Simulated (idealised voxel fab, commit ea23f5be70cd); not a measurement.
process module | voxel released beams
cross-section cut | 210 nm wide | cells 5 nm
A cross-section is a grid of square cells, given in bands from the top down. A band is one or more rows of cells.
Each band's line starts with the height of the band's top and of its bottom, in nm. Then come its materials from left to right, each with its width in nm. One material with "throughout" fills the band from edge to edge. "air" is empty space.
Height 0 is the level under which the wafer as received is all one material. The lowest band goes on downwards, as in "0 down".
A width such as "30 to 40" changes by the same amount from each row of cells to the next, from the band's top row to its bottom row.
"no change" after a step means that no cell of the cross-section changed.
closed voids: empty space of 8 cells or more with no open way to the top, each as width x height at its distance from the left edge, in nm
after a step's settings: what the simulator itself notes on the step
overlay nm, on a step with a mask: how far to the right of its planned place the mask lay; to the left if negative
Each pair below shows a cross-section before one step and the cross-section after it, down to the lowest band that changed. The line under each pair gives the step between them, with its settings. The pairs can come from different runs of this module on the same starting wafer, so a pair continues from the pair above only where its "before" says so.
before
  0 down: Si throughout
  closed voids: none
after
  5 to 0: Al2O3 throughout
  below 0: unchanged
  closed voids: none
the step between: op CONFORMAL_DEP | material Al2O3 | thk nm 5
before: the cross-section after the pair above
after
  25 to 5: SiO2 throughout
  below 5: unchanged
  closed voids: none
the step between: op DIRECTIONAL_DEP | material SiO2 | thk nm 20
before: the cross-section after the pair above
after
  35 to 25: aC throughout
  below 25: unchanged
  closed voids: none
the step between: op DIRECTIONAL_DEP | material aC | thk nm 10
before: the cross-section after the pair above
after
  60 to 35: resist 65 | air 35 | resist 110
  below 35: unchanged
  closed voids: none
the step between: op PATTERN | tone open | mask id ANCHOR | material resist | width nm 35 | thk nm 25 | overlay nm 0
before: the cross-section after the pair above
after
  50 to 35: resist 65 | air 35 | resist 110
  35 to 25: aC 65 | air 35 | aC 110
  below 25: unchanged
  closed voids: none
the step between: op DIRECTIONAL_ETCH | etch materials aC | depth nm 10
before: the cross-section after the pair above
after
  35 to 25: aC 65 | air 35 | aC 110
  below 25: unchanged
  closed voids: none
the step between: op STRIP | etch materials resist
before: the cross-section after the pair above
after
  35 to 25: aC 65 | air 35 | aC 110
  25 to 5: SiO2 65 | air 35 | SiO2 110
  below 5: unchanged
  closed voids: none
the step between: op DIRECTIONAL_ETCH | etch materials SiO2 | depth nm 20
before: the cross-section after the pair above
after
  25 to 5: SiO2 65 | air 35 | SiO2 110
  below 5: unchanged
  closed voids: none
the step between: op STRIP | etch materials aC
before: the cross-section after the pair above
after
  35 to 25: W 75 | air 15 | W 120
  25 to 15: SiO2 65 | W 10 | air 15 | W 10 | SiO2 110
  15 to 5: SiO2 65 | W 35 | SiO2 110
  below 5: unchanged
  closed voids: none
the step between: op CONFORMAL_DEP | material W | thk nm 10
before: the cross-section after the pair above
after
  35 to 25: air 60 | W 15 | air 15 | W 50 | air 70
  below 25: unchanged
  closed voids: none
the step between: op MASKED_ETCH | tone cover | mask id BEAM | width nm 80 | etch materials W | depth nm 10 | overlay nm 0
before: the cross-section after the pair above
after
  35 to 25: air 60 | W 15 | air 15 | W 50 | air 70
  25 to 15: air 65 | W 10 | air 15 | W 10 | air 110
  15 to 5: air 65 | W 35 | air 110
  below 5: unchanged
  closed voids: none
the step between: op STRIP | etch materials SiO2
before
  0 down: Si throughout
  closed voids: none
after
  20 to 0: SiO2 throughout
  below 0: unchanged
  closed voids: none
the step between: op DIRECTIONAL_DEP | material SiO2 | thk nm 20
before: the cross-section after the pair above
after
  30 to 20: aC throughout
  below 20: unchanged
  closed voids: none
the step between: op DIRECTIONAL_DEP | material aC | thk nm 10
before: the cross-section after the pair above
after
  55 to 30: resist 65 | air 35 | resist 110
  below 30: unchanged
  closed voids: none
the step between: op PATTERN | tone open | mask id ANCHOR | material resist | width nm 35 | thk nm 25 | overlay nm 0
before: the cross-section after the pair above
after
  45 to 30: resist 65 | air 35 | resist 110
  30 to 20: aC 65 | air 35 | aC 110
  below 20: unchanged
  closed voids: none
the step between: op DIRECTIONAL_ETCH | etch materials aC | depth nm 10
before: the cross-section after the pair above
after
  30 to 20: aC 65 | air 35 | aC 110
  below 20: unchanged
  closed voids: none
the step between: op STRIP | etch materials resist
before: the cross-section after the pair above
after
  30 to 20: aC 65 | air 35 | aC 110
  20 to 0: SiO2 65 | air 35 | SiO2 110
  below 0: unchanged
  closed voids: none
the step between: op DIRECTIONAL_ETCH | etch materials SiO2 | depth nm 20
before: the cross-section after the pair above
after
  20 to 0: SiO2 65 | air 35 | SiO2 110
  below 0: unchanged
  closed voids: none
the step between: op STRIP | etch materials aC
before: the cross-section after the pair above
after
  30 to 20: W 75 | air 15 | W 120
  20 to 10: SiO2 65 | W 10 | air 15 | W 10 | SiO2 110
  10 to 0: SiO2 65 | W 35 | SiO2 110
  below 0: unchanged
  closed voids: none
the step between: op CONFORMAL_DEP | material W | thk nm 10
before: the cross-section after the pair above
after
  30 to 20: air 60 | W 15 | air 15 | W 50 | air 70
  below 20: unchanged
  closed voids: none
the step between: op MASKED_ETCH | tone cover | mask id BEAM | width nm 80 | etch materials W | depth nm 10 | overlay nm 0
before: the cross-section after the pair above
after
  30 to 20: air 60 | W 15 | air 15 | W 50 | air 70
  20 to 10: air 65 | W 10 | air 15 | W 10 | air 110
  10 to 0: air 65 | W 35 | air 110
  below 0: unchanged
  closed voids: none
the step between: op STRIP | etch materials SiO2
before
  20 to 0: SiO2 throughout
  0 down: Si throughout
  closed voids: none
after
  25 to 20: Al2O3 throughout
  below 20: unchanged
  closed voids: none
the step between: op CONFORMAL_DEP | material Al2O3 | thk nm 5
before: the cross-section after the pair above
after
  35 to 25: aC throughout
  below 25: unchanged
  closed voids: none
the step between: op DIRECTIONAL_DEP | material aC | thk nm 10
before: the cross-section after the pair above
after
  60 to 35: resist 65 | air 35 | resist 110
  below 35: unchanged
  closed voids: none
the step between: op PATTERN | tone open | mask id ANCHOR | material resist | width nm 35 | thk nm 25 | overlay nm 0
before: the cross-section after the pair above
after
  50 to 35: resist 65 | air 35 | resist 110
  35 to 25: aC 65 | air 35 | aC 110
  below 25: unchanged
  closed voids: none
the step between: op DIRECTIONAL_ETCH | etch materials aC | depth nm 10
before: the cross-section after the pair above
after
  35 to 25: aC 65 | air 35 | aC 110
  below 25: unchanged
  closed voids: none
the step between: op STRIP | etch materials resist
before: the cross-section after the pair above
after
  25 to 20: Al2O3 throughout
  below 20: unchanged
  closed voids: none
the step between: op STRIP | etch materials aC
before: the cross-section after the pair above
after
  35 to 25: W throughout
  below 25: unchanged
  closed voids: none
the step between: op CONFORMAL_DEP | material W | thk nm 10
before: the cross-section after the pair above
after
  35 to 25: air 60 | W 80 | air 70
  below 25: unchanged
  closed voids: none
the step between: op MASKED_ETCH | tone cover | mask id BEAM | width nm 80 | etch materials W | depth nm 10 | overlay nm 0
before
  5 to 0: Al2O3 throughout
  0 down: Si throughout
  closed voids: none
after
  20 to 5: SiO2 throughout
  below 5: unchanged
  closed voids: none
the step between: op DIRECTIONAL_DEP | material SiO2 | thk nm 15
before: the cross-section after the pair above
after
  30 to 20: aC throughout
  below 20: unchanged
  closed voids: none
the step between: op DIRECTIONAL_DEP | material aC | thk nm 10
before: the cross-section after the pair above
after
  55 to 30: resist 65 | air 35 | resist 110
  below 30: unchanged
  closed voids: none
the step between: op PATTERN | tone open | mask id ANCHOR | material resist | width nm 35 | thk nm 25 | overlay nm 0
before: the cross-section after the pair above
after
  45 to 30: resist 65 | air 35 | resist 110
  30 to 20: aC 65 | air 35 | aC 110
  below 20: unchanged
  closed voids: none
the step between: op DIRECTIONAL_ETCH | etch materials aC | depth nm 10
before: the cross-section after the pair above
after
  30 to 20: aC 65 | air 35 | aC 110
  below 20: unchanged
  closed voids: none
the step between: op STRIP | etch materials resist
before: the cross-section after the pair above
after
  30 to 20: aC 65 | air 35 | aC 110
  20 to 5: SiO2 65 | air 35 | SiO2 110
  below 5: unchanged
  closed voids: none
the step between: op DIRECTIONAL_ETCH | etch materials SiO2 | depth nm 20
before: the cross-section after the pair above
after
  20 to 5: SiO2 65 | air 35 | SiO2 110
  below 5: unchanged
  closed voids: none
the step between: op STRIP | etch materials aC
before: the cross-section after the pair above
after
  30 to 20: W 75 | air 15 | W 120
  20 to 15: SiO2 65 | W 10 | air 15 | W 10 | SiO2 110
  15 to 5: SiO2 65 | W 35 | SiO2 110
  below 5: unchanged
  closed voids: none
the step between: op CONFORMAL_DEP | material W | thk nm 10
before: the cross-section after the pair above
after
  30 to 20: air 60 | W 15 | air 15 | W 50 | air 70
  below 20: unchanged
  closed voids: none
the step between: op MASKED_ETCH | tone cover | mask id BEAM | width nm 80 | etch materials W | depth nm 10 | overlay nm 0
before: the cross-section after the pair above
after
  30 to 20: air 60 | W 15 | air 15 | W 50 | air 70
  20 to 15: air 65 | W 10 | air 15 | W 10 | air 110
  15 to 5: air 65 | W 35 | air 110
  below 5: unchanged
  closed voids: none
the step between: op STRIP | etch materials SiO2
before
  35 to 25: aC throughout
  25 to 5: SiO2 throughout
  5 to 0: Al2O3 throughout
  0 down: Si throughout
  closed voids: none
after
  60 to 35: resist 70 | air 25 | resist 115
  below 35: unchanged
  closed voids: none
the step between: op PATTERN | tone open | mask id ANCHOR | material resist | width nm 25 | thk nm 25 | overlay nm 0
before: the cross-section after the pair above
after
  50 to 35: resist 70 | air 25 | resist 115
  35 to 25: aC 70 | air 25 | aC 115
  below 25: unchanged
  closed voids: none
the step between: op DIRECTIONAL_ETCH | etch materials aC | depth nm 10
before: the cross-section after the pair above
after
  35 to 25: aC 70 | air 25 | aC 115
  below 25: unchanged
  closed voids: none
the step between: op STRIP | etch materials resist
before: the cross-section after the pair above
after
  35 to 25: aC 70 | air 25 | aC 115
  25 to 5: SiO2 70 | air 25 | SiO2 115
  below 5: unchanged
  closed voids: none
the step between: op DIRECTIONAL_ETCH | etch materials SiO2 | depth nm 20
before: the cross-section after the pair above
after
  25 to 5: SiO2 70 | air 25 | SiO2 115
  below 5: unchanged
  closed voids: none
the step between: op STRIP | etch materials aC
before: the cross-section after the pair above
after
  35 to 25: W 80 | air 5 | W 125
  25 to 15: SiO2 70 | W 10 | air 5 | W 10 | SiO2 115
  15 to 5: SiO2 70 | W 25 | SiO2 115
  below 5: unchanged
  closed voids: none
the step between: op CONFORMAL_DEP | material W | thk nm 10
before: the cross-section after the pair above
after
  35 to 25: air 60 | W 20 | air 5 | W 55 | air 70
  below 25: unchanged
  closed voids: none
the step between: op MASKED_ETCH | tone cover | mask id BEAM | width nm 80 | etch materials W | depth nm 10 | overlay nm 0
before: the cross-section after the pair above
after
  35 to 25: air 60 | W 20 | air 5 | W 55 | air 70
  25 to 15: air 70 | W 10 | air 5 | W 10 | air 115
  15 to 5: air 70 | W 25 | air 115
  below 5: unchanged
  closed voids: none
the step between: op STRIP | etch materials SiO2
before
  35 to 25: W 75 | air 15 | W 120
  25 to 15: SiO2 65 | W 10 | air 15 | W 10 | SiO2 110
  15 to 5: SiO2 65 | W 35 | SiO2 110
  5 to 0: Al2O3 throughout
  0 down: Si throughout
  closed voids: none
after
  35 to 25: air 65 | W 10 | air 15 | W 55 | air 65
  below 25: unchanged
  closed voids: none
the step between: op MASKED_ETCH | tone cover | mask id BEAM | width nm 80 | etch materials W | depth nm 10 | overlay nm 5
before: the cross-section after the pair above
after
  35 to 25: air 65 | W 10 | air 15 | W 55 | air 65
  25 to 15: air 65 | W 10 | air 15 | W 10 | air 110
  15 to 5: air 65 | W 35 | air 110
  below 5: unchanged
  closed voids: none
the step between: op STRIP | etch materials SiO2
before
  25 to 5: SiO2 throughout
  5 to 0: Al2O3 throughout
  0 down: Si throughout
  closed voids: none
after
  35 to 25: W throughout
  below 25: unchanged
  closed voids: none
the step between: op DIRECTIONAL_DEP | material W | thk nm 10
before: the cross-section after the pair above
after
  60 to 35: resist 65 | air 35 | resist 110
  below 35: unchanged
  closed voids: none
the step between: op PATTERN | tone open | mask id ANCHOR | material resist | width nm 35 | thk nm 25 | overlay nm 0
before: the cross-section after the pair above
after
  50 to 35: resist 65 | air 35 | resist 110
  below 35: unchanged
  closed voids: none
the step between: op DIRECTIONAL_ETCH | etch materials aC | depth nm 10
before: the cross-section after the pair above
after
  35 to 25: W throughout
  below 25: unchanged
  closed voids: none
the step between: op STRIP | etch materials resist
before: the cross-section after the pair above
after
  45 to 25: W throughout
  below 25: unchanged
  closed voids: none
the step between: op CONFORMAL_DEP | material W | thk nm 10
before: the cross-section after the pair above
after
  45 to 35: air 60 | W 80 | air 70
  below 35: unchanged
  closed voids: none
the step between: op MASKED_ETCH | tone cover | mask id BEAM | width nm 80 | etch materials W | depth nm 10 | overlay nm 0
before
  35 to 25: W 75 | air 15 | W 120
  25 to 15: SiO2 65 | W 10 | air 15 | W 10 | SiO2 110
  15 to 5: SiO2 65 | W 35 | SiO2 110
  5 to 0: Al2O3 throughout
  0 down: Si throughout
  closed voids: none
after
  35 to 25: W 60 | air 80 | W 70
  25 to 5: SiO2 65 | W 10 | air 15 | W 10 | SiO2 110
  below 5: unchanged
  closed voids: none
the step between: op MASKED_ETCH | tone open | mask id BEAM | width nm 80 | etch materials W | depth nm 10 | overlay nm 0
before: the cross-section after the pair above
after
  25 to 5: air 65 | W 10 | air 15 | W 10 | air 110
  below 5: unchanged
  closed voids: none
the step between: op STRIP | etch materials SiO2
